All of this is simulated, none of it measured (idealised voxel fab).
process module | voxel transistor to metal
cross-section cut | 180 nm wide | cells 5 nm
A cross-section is a grid of square cells, given in bands from the top down. A band is one or more rows of cells.
Each band's line starts with the height of the band's top and of its bottom, in nm. Then come its materials from left to right, each with its width in nm. One material with "throughout" fills the band from edge to edge. "air" is empty space.
Height 0 is the level under which the wafer as received is all one material. The lowest band goes on downwards, as in "0 down".
A width such as "30 to 40" changes by the same amount from each row of cells to the next, from the band's top row to its bottom row.
"no change" after a step means that no cell of the cross-section changed.
closed voids: empty space of 8 cells or more with no open way to the top, each as width x height at its distance from the left edge, in nm
after a step's settings: what the simulator itself notes on the step
overlay nm, on a step with a mask: how far to the right of its planned place the mask lay; to the left if negative
plan
1 op RECEIVE | material Si
2 op CONFORMAL_DEP | material SiO2 | thk nm 5
3 op CONFORMAL_DEP | material SiN | thk nm 15
4 op MASKED_ETCH | tone cover | mask id ACTIVE | width nm 115 | etch materials SiN | depth nm 15 | overlay nm 0
5 op MASKED_ETCH | tone cover | mask id ACTIVE | width nm 115 | etch materials SiO2 | depth nm 5 | overlay nm 0
6 op MASKED_ETCH | tone cover | mask id ACTIVE | width nm 115 | etch materials Si | depth nm 25 | overlay nm 0
7 op OXIDIZE | depth nm 5
8 op FILL_DEP | material SiO2 | thk nm 10
9 op CMP | height nm 20
10 op SELECTIVE_ETCH | etch materials SiO2 | depth nm 15
11 op STRIP | etch materials SiN
12 op SELECTIVE_ETCH | etch materials SiO2 | depth nm 5
13 op OXIDIZE | depth nm 5
14 op DIRECTIONAL_DEP | material polySi | thk nm 30
15 op DIRECTIONAL_DEP | material SiCN | thk nm 15
16 op PATTERN | tone cover | mask id GATE | material resist | width nm 25 | thk nm 15 | overlay nm -15
17 op DIRECTIONAL_ETCH | etch materials SiCN | depth nm 25
18 op DIRECTIONAL_ETCH | etch materials polySi | depth nm 40
19 op STRIP | etch materials resist
20 op CONFORMAL_DEP | material SiN | thk nm 10
21 op DIRECTIONAL_ETCH | etch materials SiN | depth nm 10
22 op DIRECTIONAL_ETCH | etch materials SiO2 | depth nm 5
23 op DIRECTIONAL_ETCH | etch materials Si | depth nm 10
24 op EPI | material pSi | thk nm 15
25 op FILL_DEP | material SiO2 | thk nm 10
26 op CMP | height nm 45
27 op DIRECTIONAL_DEP | material SiO2 | thk nm 15
28 op DIRECTIONAL_DEP | material aC | thk nm 15
29 op PATTERN | tone open | mask id CONTACT | material resist | width nm 15 | pitch nm 80 | thk nm 30 | overlay nm 0
30 op DIRECTIONAL_ETCH | etch materials aC | depth nm 15
31 op STRIP | etch materials resist
32 op DIRECTIONAL_ETCH | etch materials SiO2 | depth nm 60
33 op STRIP | etch materials aC
34 op CONFORMAL_DEP | material TiN | thk nm 5
35 op FILL_DEP | material Ru | thk nm 5
36 op CMP | height nm 60
37 op CONFORMAL_DEP | material SiN | thk nm 5
38 op DIRECTIONAL_DEP | material SiO2 | thk nm 15
39 op DIRECTIONAL_DEP | material aC | thk nm 10
40 op PATTERN | tone open | mask id METAL_1 | material resist | width nm 15 | pitch nm 80 | thk nm 30 | overlay nm 0
41 op DIRECTIONAL_ETCH | etch materials aC | depth nm 10
42 op STRIP | etch materials resist
43 op DIRECTIONAL_ETCH | etch materials SiO2 | depth nm 15
44 op DIRECTIONAL_ETCH | etch materials SiN | depth nm 5
45 op STRIP | etch materials aC
46 op CONFORMAL_DEP | material TiN | thk nm 5
47 op FILL_DEP | material Ru | thk nm 5
48 op CMP | height nm 80
49 op CONFORMAL_DEP | material SiCN | thk nm 5
50 op DIRECTIONAL_DEP | material SiO2 | thk nm 30
51 op DIRECTIONAL_DEP | material aC | thk nm 10
52 op PATTERN | tone open | mask id METAL_2 | material resist | width nm 15 | pitch nm 80 | thk nm 25 | overlay nm 0
53 op DIRECTIONAL_ETCH | etch materials aC | depth nm 10
54 op STRIP | etch materials resist
55 op DIRECTIONAL_ETCH | etch materials SiO2 | depth nm 20
56 op STRIP | etch materials aC
57 op MASKED_ETCH | tone open | mask id METAL_2_HOLES | width nm 15 | pitch nm 80 | etch materials SiO2 | depth nm 10 | overlay nm 0
58 op MASKED_ETCH | tone open | mask id METAL_2_HOLES | width nm 15 | pitch nm 80 | etch materials SiCN | depth nm 5 | overlay nm 0
59 op CONFORMAL_DEP | material TiN | thk nm 5
60 op FILL_DEP | material Cu | thk nm 10
61 op CMP | height nm 115
62 op CONFORMAL_DEP | material SiN | thk nm 5
varied across the wafers: overlay nm of step 16. The plan shows the first wafer's value. All wafers start alike
first wafer as received, after step 1
  0 down: Si throughout
  closed voids: none
each wafer at the end: cells of each material gained (+) or lost (-) since it was received, then its closed voids
overlay nm -15 | +12 Cu | +19 Ru | -135 Si | +45 SiCN | +102 SiN | +647 SiO2 | +94 TiN | +50 pSi | +30 polySi | closed voids: none
overlay nm -10 | +12 Cu | +26 Ru | -135 Si | +45 SiCN | +102 SiN | +640 SiO2 | +94 TiN | +50 pSi | +30 polySi | closed voids: none
overlay nm -5 | +12 Cu | +26 Ru | -135 Si | +45 SiCN | +102 SiN | +638 SiO2 | +96 TiN | +50 pSi | +30 polySi | closed voids: none
overlay nm 0 | +12 Cu | +24 Ru | -135 Si | +45 SiCN | +102 SiN | +638 SiO2 | +98 TiN | +50 pSi | +30 polySi | closed voids: none
overlay nm 5 | +12 Cu | +26 Ru | -135 Si | +45 SiCN | +102 SiN | +638 SiO2 | +96 TiN | +50 pSi | +30 polySi | closed voids: none
overlay nm 10 | +12 Cu | +26 Ru | -135 Si | +45 SiCN | +102 SiN | +640 SiO2 | +94 TiN | +50 pSi | +30 polySi | closed voids: none
overlay nm 15 | +12 Cu | +19 Ru | -135 Si | +45 SiCN | +102 SiN | +647 SiO2 | +94 TiN | +50 pSi | +30 polySi | closed voids: none
